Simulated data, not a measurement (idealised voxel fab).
process module | voxel transistor to metal
cross-section cut | 180 nm wide | cells 5 nm
A cross-section is a grid of square cells, given in bands from the top down. A band is one or more rows of cells.
Each band's line starts with the height of the band's top and of its bottom, in nm. Then come its materials from left to right, each with its width in nm. One material with "throughout" fills the band from edge to edge. "air" is empty space.
Height 0 is the level under which the wafer as received is all one material. The lowest band goes on downwards, as in "0 down".
A width such as "30 to 40" changes by the same amount from each row of cells to the next, from the band's top row to its bottom row.
"no change" after a step means that no cell of the cross-section changed.
closed voids: empty space of 8 cells or more with no open way to the top, each as width x height at its distance from the left edge, in nm
after a step's settings: what the simulator itself notes on the step
overlay nm, on a step with a mask: how far to the right of its planned place the mask lay; to the left if negative
plan
1 op RECEIVE | material Si
2 op CONFORMAL_DEP | material SiO2 | thk nm 5
3 op CONFORMAL_DEP | material SiN | thk nm 10
4 op PATTERN | tone cover | mask id ACTIVE | material resist | width nm 105 | thk nm 20 | overlay nm 0
5 op DIRECTIONAL_ETCH | etch materials SiN | depth nm 10
6 op DIRECTIONAL_ETCH | etch materials SiO2 | depth nm 5
7 op DIRECTIONAL_ETCH | etch materials Si | depth nm 20
8 op STRIP | etch materials resist
9 op OXIDIZE | depth nm 5
10 op FILL_DEP | material SiO2 | thk nm 10
11 op CMP | height nm 15
12 op SELECTIVE_ETCH | etch materials SiO2 | depth nm 5
13 op STRIP | etch materials SiN
14 op SELECTIVE_ETCH | etch materials SiO2 | depth nm 5
15 op OXIDIZE | depth nm 5
16 op DIRECTIONAL_DEP | material polySi | thk nm 20
17 op DIRECTIONAL_DEP | material SiCN | thk nm 10
18 op PATTERN | tone cover | mask id GATE | material resist | width nm 25 | thk nm 20 | overlay nm 0
19 op DIRECTIONAL_ETCH | etch materials SiCN | depth nm 20
20 op DIRECTIONAL_ETCH | etch materials polySi | depth nm 30
21 op STRIP | etch materials resist
22 op CONFORMAL_DEP | material SiN | thk nm 10
23 op DIRECTIONAL_ETCH | etch materials SiN | depth nm 10
24 op DIRECTIONAL_ETCH | etch materials SiO2 | depth nm 5
25 op DIRECTIONAL_ETCH | etch materials Si | depth nm 10
26 op EPI | material nSi | thk nm 10
27 op FILL_DEP | material SiO2 | thk nm 10
28 op CMP | height nm 30
29 op DIRECTIONAL_DEP | material SiO2 | thk nm 10
30 op DIRECTIONAL_DEP | material aC | thk nm 15
31 op PATTERN | tone open | mask id CONTACT | material resist | width nm 25 | pitch nm 60 | thk nm 35 | overlay nm 0
32 op DIRECTIONAL_ETCH | etch materials aC | depth nm 15
33 op STRIP | etch materials resist
34 op DIRECTIONAL_ETCH | etch materials SiO2 | depth nm 45
35 op STRIP | etch materials aC
36 op CONFORMAL_DEP | material TiN | thk nm 5
37 op FILL_DEP | material Ru | thk nm 10
38 op CMP | height nm 40
39 op DIRECTIONAL_DEP | material TiN | thk nm 5
40 op DIRECTIONAL_DEP | material W | thk nm 25
41 op DIRECTIONAL_DEP | material aC | thk nm 15
42 op PATTERN | tone cover | mask id METAL_1 | material resist | width nm 15 | pitch nm 70 | thk nm 35 | overlay nm 0
43 op DIRECTIONAL_ETCH | etch materials aC | depth nm 15
44 op STRIP | etch materials resist
45 op DIRECTIONAL_ETCH | etch materials W | depth nm 25
46 op DIRECTIONAL_ETCH | etch materials TiN | depth nm 5
47 op STRIP | etch materials aC
48 op CONFORMAL_DEP | material SiN | thk nm 5
49 op FILL_DEP | material lowk | thk nm 10
50 op CMP | height nm 70
51 op CONFORMAL_DEP | material SiCN | thk nm 5
52 op DIRECTIONAL_DEP | material lowk | thk nm 30
53 op DIRECTIONAL_DEP | material aC | thk nm 15
54 op PATTERN | tone open | mask id METAL_2 | material resist | width nm 15 | pitch nm 70 | thk nm 35 | overlay nm 0
55 op DIRECTIONAL_ETCH | etch materials aC | depth nm 15
56 op STRIP | etch materials resist
57 op DIRECTIONAL_ETCH | etch materials lowk | depth nm 15
58 op STRIP | etch materials aC
59 op MASKED_ETCH | tone open | mask id METAL_2_HOLES | width nm 15 | pitch nm 70 | etch materials lowk | depth nm 15 | overlay nm 0
60 op MASKED_ETCH | tone open | mask id METAL_2_HOLES | width nm 15 | pitch nm 70 | etch materials SiCN | depth nm 5 | overlay nm 0
61 op CONFORMAL_DEP | material TiN | thk nm 5
62 op FILL_DEP | material Cu | thk nm 10
63 op CMP | height nm 105
64 op CONFORMAL_DEP | material SiCN | thk nm 5
first wafer, as planned
as received, after step 1
  0 down: Si throughout
  closed voids: none
after step 2
  5 to 0: SiO2 throughout
  below 0: unchanged
after step 3
  15 to 5: SiN throughout
  below 5: unchanged
after step 4
  35 to 15: air 35 | resist 105 | air 40
  below 15: unchanged
after step 5
  35 to 15: air 35 | resist 105 | air 40
  15 to 5: air 35 | SiN 105 | air 40
  below 5: unchanged
after step 6
  35 to 15: air 35 | resist 105 | air 40
  15 to 5: air 35 | SiN 105 | air 40
  5 to 0: air 35 | SiO2 105 | air 40
  below 0: unchanged
after step 7
  35 to 15: air 35 | resist 105 | air 40
  15 to 5: air 35 | SiN 105 | air 40
  5 to 0: air 35 | SiO2 105 | air 40
  0 to -20: air 35 | Si 105 | air 40
  below -20: unchanged
after step 8
  15 to 5: air 35 | SiN 105 | air 40
  below 5: unchanged
after step 9
  15 to 5: air 35 | SiN 105 | air 40
  5 to 0: air 35 | SiO2 105 | air 40
  0 to -20: air 35 | SiO2 5 | Si 95 | SiO2 5 | air 40
  -20 to -25: SiO2 40 | Si 95 | SiO2 45
  below -25: unchanged
after step 10
  25 to 15: SiO2 throughout
  15 to 5: SiO2 35 | SiN 105 | SiO2 40
  5 to 0: SiO2 throughout
  0 to -25: SiO2 40 | Si 95 | SiO2 45
  below -25: unchanged
after step 11
  15 to 5: SiO2 35 | SiN 105 | SiO2 40
  below 5: unchanged
after step 12
  15 to 10: air 35 | SiN 105 | air 40
  below 10: unchanged
after step 13
  10 to 5: SiO2 35 | air 105 | SiO2 40
  below 5: unchanged
after step 14
  5 to 0: SiO2 30 | air 115 | SiO2 35
  below 0: unchanged
after step 15
  5 to 0: SiO2 30 | air 115 | SiO2 35
  0 to -5: SiO2 throughout
  below -5: unchanged
after step 16
  25 to 20: polySi 30 | air 115 | polySi 35
  20 to 5: polySi throughout
  5 to 0: SiO2 30 | polySi 115 | SiO2 35
  below 0: unchanged
after step 17
  35 to 30: SiCN 30 | air 115 | SiCN 35
  30 to 25: SiCN throughout
  25 to 20: polySi 30 | SiCN 115 | polySi 35
  below 20: unchanged
after step 18
  55 to 35: air 75 | resist 25 | air 80
  35 to 30: SiCN 30 | air 45 | resist 25 | air 45 | SiCN 35
  below 30: unchanged
after step 19
  55 to 30: air 75 | resist 25 | air 80
  30 to 25: air 75 | SiCN 25 | air 80
  25 to 20: polySi 30 | air 45 | SiCN 25 | air 45 | polySi 35
  below 20: unchanged
after step 20
  55 to 30: air 75 | resist 25 | air 80
  30 to 20: air 75 | SiCN 25 | air 80
  20 to 5: air 75 | polySi 25 | air 80
  5 to 0: SiO2 30 | air 45 | polySi 25 | air 45 | SiO2 35
  below 0: unchanged
after step 21
  30 to 20: air 75 | SiCN 25 | air 80
  below 20: unchanged
after step 22
  40 to 30: air 65 | SiN 45 | air 70
  30 to 20: air 65 | SiN 10 | SiCN 25 | SiN 10 | air 70
  20 to 15: air 65 | SiN 10 | polySi 25 | SiN 10 | air 70
  15 to 10: SiN 40 | air 25 | SiN 10 | polySi 25 | SiN 10 | air 25 | SiN 45
  10 to 5: SiN 75 | polySi 25 | SiN 80
  5 to 0: SiO2 30 | SiN 45 | polySi 25 | SiN 45 | SiO2 35
  below 0: unchanged
after step 23
  30 to 20: air 65 | SiN 10 | SiCN 25 | SiN 10 | air 70
  20 to 5: air 65 | SiN 10 | polySi 25 | SiN 10 | air 70
  5 to 0: SiO2 30 | SiN 10 | air 25 | SiN 10 | polySi 25 | SiN 10 | air 25 | SiN 10 | SiO2 35
  below 0: unchanged
after step 24
  30 to 20: air 65 | SiN 10 | SiCN 25 | SiN 10 | air 70
  20 to 5: air 65 | SiN 10 | polySi 25 | SiN 10 | air 70
  5 to 0: air 30 | SiN 10 | air 25 | SiN 10 | polySi 25 | SiN 10 | air 25 | SiN 10 | air 35
  0 to -5: SiO2 40 | air 25 | SiO2 45 | air 25 | SiO2 45
  below -5: unchanged
after step 25
  30 to 20: air 65 | SiN 10 | SiCN 25 | SiN 10 | air 70
  20 to 5: air 65 | SiN 10 | polySi 25 | SiN 10 | air 70
  5 to 0: air 30 | SiN 10 | air 25 | SiN 10 | polySi 25 | SiN 10 | air 25 | SiN 10 | air 35
  0 to -5: SiO2 40 | air 25 | SiO2 45 | air 25 | SiO2 45
  -5 to -15: SiO2 40 | air 25 | Si 45 | air 25 | SiO2 45
  below -15: unchanged
after step 26
  30 to 20: air 65 | SiN 10 | SiCN 25 | SiN 10 | air 70
  20 to 5: air 65 | SiN 10 | polySi 25 | SiN 10 | air 70
  5 to 0: air 30 | SiN 10 | air 15 | nSi 10 | SiN 10 | polySi 25 | SiN 10 | nSi 10 | air 15 | SiN 10 | air 35
  0 to -5: SiO2 40 | air 15 | nSi 10 | SiO2 45 | nSi 10 | air 15 | SiO2 45
  -5 to -15: SiO2 40 | nSi 25 | Si 45 | nSi 25 | SiO2 45
  below -15: unchanged
after step 27
  40 to 30: SiO2 throughout
  30 to 20: SiO2 65 | SiN 10 | SiCN 25 | SiN 10 | SiO2 70
  20 to 5: SiO2 65 | SiN 10 | polySi 25 | SiN 10 | SiO2 70
  5 to 0: SiO2 30 | SiN 10 | SiO2 15 | nSi 10 | SiN 10 | polySi 25 | SiN 10 | nSi 10 | SiO2 15 | SiN 10 | SiO2 35
  0 to -5: SiO2 55 | nSi 10 | SiO2 45 | nSi 10 | SiO2 60
  below -5: unchanged
after step 28
  30 to 20: SiO2 65 | SiN 10 | SiCN 25 | SiN 10 | SiO2 70
  below 20: unchanged
after step 29
  40 to 30: SiO2 throughout
  below 30: unchanged
after step 30
  55 to 40: aC throughout
  below 40: unchanged
after step 31
  90 to 55: resist 45 | air 25 | resist 35 | air 25 | resist 50
  below 55: unchanged
after step 32
  75 to 55: resist 45 | air 25 | resist 35 | air 25 | resist 50
  55 to 40: aC 45 | air 25 | aC 35 | air 25 | aC 50
  below 40: unchanged
after step 33
  55 to 40: aC 45 | air 25 | aC 35 | air 25 | aC 50
  below 40: unchanged
after step 34
  55 to 40: aC 45 | air 25 | aC 35 | air 25 | aC 50
  40 to 30: SiO2 45 | air 25 | SiO2 35 | air 25 | SiO2 50
  30 to 20: SiO2 45 | air 20 | SiN 10 | SiCN 25 | SiN 10 | air 20 | SiO2 50
  20 to 5: SiO2 45 | air 20 | SiN 10 | polySi 25 | SiN 10 | air 20 | SiO2 50
  5 to 0: SiO2 30 | SiN 10 | SiO2 5 | air 10 | nSi 10 | SiN 10 | polySi 25 | SiN 10 | nSi 10 | air 10 | SiO2 5 | SiN 10 | SiO2 35
  0 to -5: SiO2 45 | air 10 | nSi 10 | SiO2 45 | nSi 10 | air 10 | SiO2 50
  below -5: unchanged
after step 35
  40 to 30: SiO2 45 | air 25 | SiO2 35 | air 25 | SiO2 50
  below 30: unchanged
after step 36
  45 to 40: TiN 50 | air 15 | TiN 45 | air 15 | TiN 55
  40 to 30: SiO2 45 | TiN 5 | air 15 to 10 | TiN 5 to 10 | SiO2 35 | TiN 5 to 10 | air 15 to 10 | TiN 5 | SiO2 50
  30 to 20: SiO2 45 | TiN 5 | air 10 | TiN 5 | SiN 10 | SiCN 25 | SiN 10 | TiN 5 | air 10 | TiN 5 | SiO2 50
  20 to 10: SiO2 45 | TiN 5 | air 10 | TiN 5 | SiN 10 | polySi 25 | SiN 10 | TiN 5 | air 10 | TiN 5 | SiO2 50
  10 to 5: SiO2 45 | TiN 20 | SiN 10 | polySi 25 | SiN 10 | TiN 20 | SiO2 50
  5 to 0: SiO2 30 | SiN 10 | SiO2 5 | TiN 10 | nSi 10 | SiN 10 | polySi 25 | SiN 10 | nSi 10 | TiN 10 | SiO2 5 | SiN 10 | SiO2 35
  0 to -5: SiO2 45 | TiN 10 | nSi 10 | SiO2 45 | nSi 10 | TiN 10 | SiO2 50
  below -5: unchanged
after step 37
  55 to 45: Ru throughout
  45 to 40: TiN 50 | Ru 15 | TiN 45 | Ru 15 | TiN 55
  40 to 30: SiO2 45 | TiN 5 | Ru 15 to 10 | TiN 5 to 10 | SiO2 35 | TiN 5 to 10 | Ru 15 to 10 | TiN 5 | SiO2 50
  30 to 20: SiO2 45 | TiN 5 | Ru 10 | TiN 5 | SiN 10 | SiCN 25 | SiN 10 | TiN 5 | Ru 10 | TiN 5 | SiO2 50
  20 to 10: SiO2 45 | TiN 5 | Ru 10 | TiN 5 | SiN 10 | polySi 25 | SiN 10 | TiN 5 | Ru 10 | TiN 5 | SiO2 50
  below 10: unchanged
after step 38
  40 to 30: SiO2 45 | TiN 5 | Ru 15 to 10 | TiN 5 to 10 | SiO2 35 | TiN 5 to 10 | Ru 15 to 10 | TiN 5 | SiO2 50
  below 30: unchanged
after step 39
  45 to 40: TiN throughout
  below 40: unchanged
after step 40
  70 to 45: W throughout
  below 45: unchanged
after step 41
  85 to 70: aC throughout
  below 70: unchanged
after step 42
  120 to 85: air 45 | resist 15 | air 55 | resist 15 | air 50
  below 85: unchanged
after step 43
  105 to 85: air 45 | resist 15 | air 55 | resist 15 | air 50
  85 to 70: air 45 | aC 15 | air 55 | aC 15 | air 50
  below 70: unchanged
after step 44
  85 to 70: air 45 | aC 15 | air 55 | aC 15 | air 50
  below 70: unchanged
after step 45
  85 to 70: air 45 | aC 15 | air 55 | aC 15 | air 50
  70 to 45: air 45 | W 15 | air 55 | W 15 | air 50
  below 45: unchanged
after step 46
  85 to 70: air 45 | aC 15 | air 55 | aC 15 | air 50
  70 to 45: air 45 | W 15 | air 55 | W 15 | air 50
  45 to 40: air 45 | TiN 15 | air 55 | TiN 15 | air 50
  below 40: unchanged
after step 47
  70 to 45: air 45 | W 15 | air 55 | W 15 | air 50
  below 45: unchanged
after step 48
  75 to 70: air 40 | SiN 25 | air 45 | SiN 25 | air 45
  70 to 45: air 40 | SiN 5 | W 15 | SiN 5 | air 45 | SiN 5 | W 15 | SiN 5 | air 45
  45 to 40: SiN 45 | TiN 15 | SiN 55 | TiN 15 | SiN 50
  below 40: unchanged
after step 49
  85 to 75: lowk throughout
  75 to 70: lowk 40 | SiN 25 | lowk 45 | SiN 25 | lowk 45
  70 to 45: lowk 40 | SiN 5 | W 15 | SiN 5 | lowk 45 | SiN 5 | W 15 | SiN 5 | lowk 45
  below 45: unchanged
after step 50
  70 to 45: lowk 40 | SiN 5 | W 15 | SiN 5 | lowk 45 | SiN 5 | W 15 | SiN 5 | lowk 45
  below 45: unchanged
after step 51
  75 to 70: SiCN throughout
  below 70: unchanged
after step 52
  105 to 75: lowk throughout
  below 75: unchanged
after step 53
  120 to 105: aC throughout
  below 105: unchanged
after step 54
  155 to 120: resist 45 | air 15 | resist 55 | air 15 | resist 50
  below 120: unchanged
after step 55
  140 to 120: resist 45 | air 15 | resist 55 | air 15 | resist 50
  120 to 105: aC 45 | air 15 | aC 55 | air 15 | aC 50
  below 105: unchanged
after step 56
  120 to 105: aC 45 | air 15 | aC 55 | air 15 | aC 50
  below 105: unchanged
after step 57
  120 to 105: aC 45 | air 15 | aC 55 | air 15 | aC 50
  105 to 90: lowk 45 | air 15 | lowk 55 | air 15 | lowk 50
  below 90: unchanged
after step 58
  105 to 90: lowk 45 | air 15 | lowk 55 | air 15 | lowk 50
  below 90: unchanged
after step 59
  105 to 75: lowk 45 | air 15 | lowk 55 | air 15 | lowk 50
  below 75: unchanged
after step 60
  105 to 75: lowk 45 | air 15 | lowk 55 | air 15 | lowk 50
  75 to 70: SiCN 45 | air 15 | SiCN 55 | air 15 | SiCN 50
  below 70: unchanged
after step 61
  110 to 105: TiN 50 | air 5 | TiN 65 | air 5 | TiN 55
  105 to 75: lowk 45 | TiN 5 | air 5 | TiN 5 | lowk 55 | TiN 5 | air 5 | TiN 5 | lowk 50
  75 to 70: SiCN 45 | TiN 15 | SiCN 55 | TiN 15 | SiCN 50
  below 70: unchanged
after step 62
  120 to 110: Cu throughout
  110 to 105: TiN 50 | Cu 5 | TiN 65 | Cu 5 | TiN 55
  105 to 75: lowk 45 | TiN 5 | Cu 5 | TiN 5 | lowk 55 | TiN 5 | Cu 5 | TiN 5 | lowk 50
  below 75: unchanged
after step 63
  105 to 75: lowk 45 | TiN 5 | Cu 5 | TiN 5 | lowk 55 | TiN 5 | Cu 5 | TiN 5 | lowk 50
  below 75: unchanged
after step 64
  110 to 105: SiCN throughout
  below 105: unchanged
second wafer: like start, like plan, one mistake. Through step 51 it matches the first wafer
when step 52 should have ended
  90 to 75: aC throughout
  below 75: unchanged
when step 53 should have ended
  120 to 90: lowk throughout
  below 90: unchanged
when step 54 should have ended
  155 to 120: resist 45 | air 15 | resist 55 | air 15 | resist 50
  below 120: unchanged
when step 55 should have ended
  140 to 120: resist 45 | air 15 | resist 55 | air 15 | resist 50
  below 120: unchanged
when step 56 should have ended
  120 to 90: lowk throughout
  below 90: unchanged
when step 57 should have ended
  105 to 90: lowk throughout
  below 90: unchanged
when step 58 should have ended: no change
when step 59 should have ended
  105 to 90: lowk 45 | air 15 | lowk 55 | air 15 | lowk 50
  below 90: unchanged
when step 60 should have ended: no change
when step 61 should have ended
  110 to 105: TiN 50 | air 5 | TiN 65 | air 5 | TiN 55
  105 to 95: lowk 45 | TiN 5 | air 5 | TiN 5 | lowk 55 | TiN 5 | air 5 | TiN 5 | lowk 50
  95 to 90: lowk 45 | TiN 15 | lowk 55 | TiN 15 | lowk 50
  below 90: unchanged
when step 62 should have ended
  120 to 110: Cu throughout
  110 to 105: TiN 50 | Cu 5 | TiN 65 | Cu 5 | TiN 55
  105 to 95: lowk 45 | TiN 5 | Cu 5 | TiN 5 | lowk 55 | TiN 5 | Cu 5 | TiN 5 | lowk 50
  below 95: unchanged
when step 63 should have ended
  105 to 95: lowk 45 | TiN 5 | Cu 5 | TiN 5 | lowk 55 | TiN 5 | Cu 5 | TiN 5 | lowk 50
  below 95: unchanged
when step 64 should have ended
  110 to 105: SiCN throughout
  below 105: unchanged
what went wrong: steps 52 and 53 were swapped
at the end the second wafer has, in cells: 8 fewer of Cu | 6 more of SiCN | 16 fewer of TiN | 108 more of aC | 90 fewer of lowk
